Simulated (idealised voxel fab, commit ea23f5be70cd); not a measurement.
Process module name: voxel gate over fins
Section shown: cut. Width: 205 nm. Cell size: 5 nm, square.
Throughout this document, each cross-section is represented as a grid of square cells and is presented as a sequence of bands enumerated from the top downward, where a band comprises one or more rows of cells. Top height, bottom height, nm. Materials left to right, width each, nm. Single material + "throughout" = fills band edge to edge. "air" = empty. Height 0 is the level under which the wafer as received is all one material. The lowest band goes on downwards, as in "top 0, no bottom". Width "30..40": first value at the band's top row of cells, second value at its bottom row, equal change from row to row. Any step labelled "all unchanged" changed none of the cells in the cross-section. The label "Enclosed empty spaces" introduces a list of the empty spaces, 8 cells or larger, that have no open way up to the top; each entry in it reads width x height at distance, where the distance is taken from the left edge and all three are stated in nm. Formally, on a step line, whatever follows the settings is a remark that the simulator itself makes on the step. A step line may carry the setting "overlay nm", which, for steps involving a mask, states the distance by which the mask lay to the right of its intended position; negative values denote displacement to the left.
# So here's the lineup of process steps we planned
1: op RECEIVE | material Si
2: op CONFORMAL_DEP | material SiN | thk nm 10
3: op PATTERN | tone cover | mask id FINS | material resist | width nm 15 | pitch nm 35 | thk nm 15 | overlay nm 0
4: op DIRECTIONAL_ETCH | etch materials SiN | depth nm 10
5: op DIRECTIONAL_ETCH | etch materials Si | depth nm 35
6: op STRIP | etch materials resist
7: op FILL_DEP | material SiO2 | thk nm 10
8: op CMP | height nm 10
9: op SELECTIVE_ETCH | etch materials SiO2 | depth nm 20
10: op STRIP | etch materials SiN
11: op CONFORMAL_DEP | material HfO2 | thk nm 5
12: op CONFORMAL_DEP | material TiN | thk nm 5
13: op FILL_DEP | material W | thk nm 15
14: op CMP | height nm 20
15: op CONFORMAL_DEP | material SiCN | thk nm 10
# The first of the two wafers, which ran as planned
# As-received wafer cross-section (after step 1)
- top 0, no bottom: Si throughout
- Enclosed empty spaces: none
# Take a look at the wafer's cross-section after step 2
- top 10, bottom 0: SiN throughout
- Anything lower than 0 is untouched.
# Take a look at the wafer's cross-section after step 3
- top 25, bottom 10: air 40 | resist 15 | air 20 | resist 15 | air 20 | resist 15 | air 20 | resist 15 | air 45
- Anything lower than 10 is untouched.
# Take a look at the wafer's cross-section after step 4
- top 25, bottom 10: air 40 | resist 15 | air 20 | resist 15 | air 20 | resist 15 | air 20 | resist 15 | air 45
- top 10, bottom 0: air 40 | SiN 15 | air 20 | SiN 15 | air 20 | SiN 15 | air 20 | SiN 15 | air 45
- Anything lower than 0 is untouched.
# Take a look at the wafer's cross-section after step 5
- top 25, bottom 10: air 40 | resist 15 | air 20 | resist 15 | air 20 | resist 15 | air 20 | resist 15 | air 45
- top 10, bottom 0: air 40 | SiN 15 | air 20 | SiN 15 | air 20 | SiN 15 | air 20 | SiN 15 | air 45
- top 0, bottom -35: air 40 | Si 15 | air 20 | Si 15 | air 20 | Si 15 | air 20 | Si 15 | air 45
- Anything lower than -35 is untouched.
# Take a look at the wafer's cross-section after step 6
- top 10, bottom 0: air 40 | SiN 15 | air 20 | SiN 15 | air 20 | SiN 15 | air 20 | SiN 15 | air 45
- Anything lower than 0 is untouched.
# Take a look at the wafer's cross-section after step 7
- top 20, bottom 10: SiO2 throughout
- top 10, bottom 0: SiO2 40 | SiN 15 | SiO2 20 | SiN 15 | SiO2 20 | SiN 15 | SiO2 20 | SiN 15 | SiO2 45
- top 0, bottom -35: SiO2 40 | Si 15 | SiO2 20 | Si 15 | SiO2 20 | Si 15 | SiO2 20 | Si 15 | SiO2 45
- Anything lower than -35 is untouched.
# Take a look at the wafer's cross-section after step 8
- top 10, bottom 0: SiO2 40 | SiN 15 | SiO2 20 | SiN 15 | SiO2 20 | SiN 15 | SiO2 20 | SiN 15 | SiO2 45
- Anything lower than 0 is untouched.
# Take a look at the wafer's cross-section after step 9
- top 10, bottom 0: air 40 | SiN 15 | air 20 | SiN 15 | air 20 | SiN 15 | air 20 | SiN 15 | air 45
- top 0, bottom -10: air 40 | Si 15 | air 20 | Si 15 | air 20 | Si 15 | air 20 | Si 15 | air 45
- Anything lower than -10 is untouched.
# Take a look at the wafer's cross-section after step 10
- top 0, bottom -10: air 40 | Si 15 | air 20 | Si 15 | air 20 | Si 15 | air 20 | Si 15 | air 45
- Anything lower than -10 is untouched.
# Take a look at the wafer's cross-section after step 11
- top 5, bottom 0: air 35 | HfO2 25 | air 10 | HfO2 25 | air 10 | HfO2 25 | air 10 | HfO2 25 | air 40
- top 0, bottom -5: air 35 | HfO2 5 | Si 15 | HfO2 5 | air 10 | HfO2 5 | Si 15 | HfO2 5 | air 10 | HfO2 5 | Si 15 | HfO2 5 | air 10 | HfO2 5 | Si 15 | HfO2 5 | air 40
- top -5, bottom -10: HfO2 40 | Si 15 | HfO2 20 | Si 15 | HfO2 20 | Si 15 | HfO2 20 | Si 15 | HfO2 45
- Anything lower than -10 is untouched.
# Take a look at the wafer's cross-section after step 12
- top 10, bottom 5: air 30 | TiN 140 | air 35
- top 5, bottom 0: air 30 | TiN 5 | HfO2 25 | TiN 10 | HfO2 25 | TiN 10 | HfO2 25 | TiN 10 | HfO2 25 | TiN 5 | air 35
- top 0, bottom -5: TiN 35 | HfO2 5 | Si 15 | HfO2 5 | TiN 10 | HfO2 5 | Si 15 | HfO2 5 | TiN 10 | HfO2 5 | Si 15 | HfO2 5 | TiN 10 | HfO2 5 | Si 15 | HfO2 5 | TiN 40
- Anything lower than -5 is untouched.
# Take a look at the wafer's cross-section after step 13
- top 25, bottom 10: W throughout
- top 10, bottom 5: W 30 | TiN 140 | W 35
- top 5, bottom 0: W 30 | TiN 5 | HfO2 25 | TiN 10 | HfO2 25 | TiN 10 | HfO2 25 | TiN 10 | HfO2 25 | TiN 5 | W 35
- Anything lower than 0 is untouched.
# Take a look at the wafer's cross-section after step 14
- top 20, bottom 10: W throughout
- Anything lower than 10 is untouched.
# Take a look at the wafer's cross-section after step 15
- top 30, bottom 20: SiCN throughout
- Anything lower than 20 is untouched.
# Regarding the second of the two wafers: it shared the first wafer's starting condition and process plan, yet one error occurred during its execution. Its history coincides with that of the first wafer up to and including step 2
# Cross-section: second wafer, time at which step 3 was scheduled to end
- top 25, bottom 10: air 40 | resist 20 | air 15 | resist 20 | air 15 | resist 20 | air 15 | resist 20 | air 40
- Anything lower than 10 is untouched.
# Cross-section: second wafer, time at which step 4 was scheduled to end
- top 25, bottom 10: air 40 | resist 20 | air 15 | resist 20 | air 15 | resist 20 | air 15 | resist 20 | air 40
- top 10, bottom 0: air 40 | SiN 20 | air 15 | SiN 20 | air 15 | SiN 20 | air 15 | SiN 20 | air 40
- Anything lower than 0 is untouched.
# Cross-section: second wafer, time at which step 5 was scheduled to end
- top 25, bottom 10: air 40 | resist 20 | air 15 | resist 20 | air 15 | resist 20 | air 15 | resist 20 | air 40
- top 10, bottom 0: air 40 | SiN 20 | air 15 | SiN 20 | air 15 | SiN 20 | air 15 | SiN 20 | air 40
- top 0, bottom -35: air 40 | Si 20 | air 15 | Si 20 | air 15 | Si 20 | air 15 | Si 20 | air 40
- Anything lower than -35 is untouched.
# Cross-section: second wafer, time at which step 6 was scheduled to end
- top 10, bottom 0: air 40 | SiN 20 | air 15 | SiN 20 | air 15 | SiN 20 | air 15 | SiN 20 | air 40
- Anything lower than 0 is untouched.
# Cross-section: second wafer, time at which step 7 was scheduled to end
- top 20, bottom 10: SiO2 throughout
- top 10, bottom 0: SiO2 40 | SiN 20 | SiO2 15 | SiN 20 | SiO2 15 | SiN 20 | SiO2 15 | SiN 20 | SiO2 40
- top 0, bottom -35: SiO2 40 | Si 20 | SiO2 15 | Si 20 | SiO2 15 | Si 20 | SiO2 15 | Si 20 | SiO2 40
- Anything lower than -35 is untouched.
# Cross-section: second wafer, time at which step 8 was scheduled to end
- top 10, bottom 0: SiO2 40 | SiN 20 | SiO2 15 | SiN 20 | SiO2 15 | SiN 20 | SiO2 15 | SiN 20 | SiO2 40
- Anything lower than 0 is untouched.
# Cross-section: second wafer, time at which step 9 was scheduled to end
- top 10, bottom 0: air 40 | SiN 20 | air 15 | SiN 20 | air 15 | SiN 20 | air 15 | SiN 20 | air 40
- top 0, bottom -10: air 40 | Si 20 | air 15 | Si 20 | air 15 | Si 20 | air 15 | Si 20 | air 40
- Anything lower than -10 is untouched.
# Cross-section: second wafer, time at which step 10 was scheduled to end
- top 0, bottom -10: air 40 | Si 20 | air 15 | Si 20 | air 15 | Si 20 | air 15 | Si 20 | air 40
- Anything lower than -10 is untouched.
# Cross-section: second wafer, time at which step 11 was scheduled to end
- top 5, bottom 0: air 35 | HfO2 30 | air 5 | HfO2 30 | air 5 | HfO2 30 | air 5 | HfO2 30 | air 35
- top 0, bottom -5: air 35 | HfO2 5 | Si 20 | HfO2 5 | air 5 | HfO2 5 | Si 20 | HfO2 5 | air 5 | HfO2 5 | Si 20 | HfO2 5 | air 5 | HfO2 5 | Si 20 | HfO2 5 | air 35
- top -5, bottom -10: HfO2 40 | Si 20 | HfO2 15 | Si 20 | HfO2 15 | Si 20 | HfO2 15 | Si 20 | HfO2 40
- Anything lower than -10 is untouched.
# Cross-section: second wafer, time at which step 12 was scheduled to end
- top 10, bottom 5: air 30 | TiN 145 | air 30
- top 5, bottom 0: air 30 | TiN 5 | HfO2 30 | TiN 5 | HfO2 30 | TiN 5 | HfO2 30 | TiN 5 | HfO2 30 | TiN 5 | air 30
- top 0, bottom -5: TiN 35 | HfO2 5 | Si 20 | HfO2 5 | TiN 5 | HfO2 5 | Si 20 | HfO2 5 | TiN 5 | HfO2 5 | Si 20 | HfO2 5 | TiN 5 | HfO2 5 | Si 20 | HfO2 5 | TiN 35
- Anything lower than -5 is untouched.
# Cross-section: second wafer, time at which step 13 was scheduled to end
- top 25, bottom 10: W throughout
- top 10, bottom 5: W 30 | TiN 145 | W 30
- top 5, bottom 0: W 30 | TiN 5 | HfO2 30 | TiN 5 | HfO2 30 | TiN 5 | HfO2 30 | TiN 5 | HfO2 30 | TiN 5 | W 30
- Anything lower than 0 is untouched.
# Cross-section: second wafer, time at which step 14 was scheduled to end
- top 20, bottom 10: W throughout
- Anything lower than 10 is untouched.
# Cross-section: second wafer, time at which step 15 was scheduled to end
- top 30, bottom 20: SiCN throughout
- Anything lower than 20 is untouched.
Short version of what went wrong: not per plan at step 3, really ran op PATTERN | tone cover | mask id FINS | material resist | width nm 20 | pitch nm 35 | thk nm 15 | overlay nm 0
Count the cells at the end and the second wafer has more or fewer of some materials than the first: Si +28, SiO2 -20, TiN -6, W -2
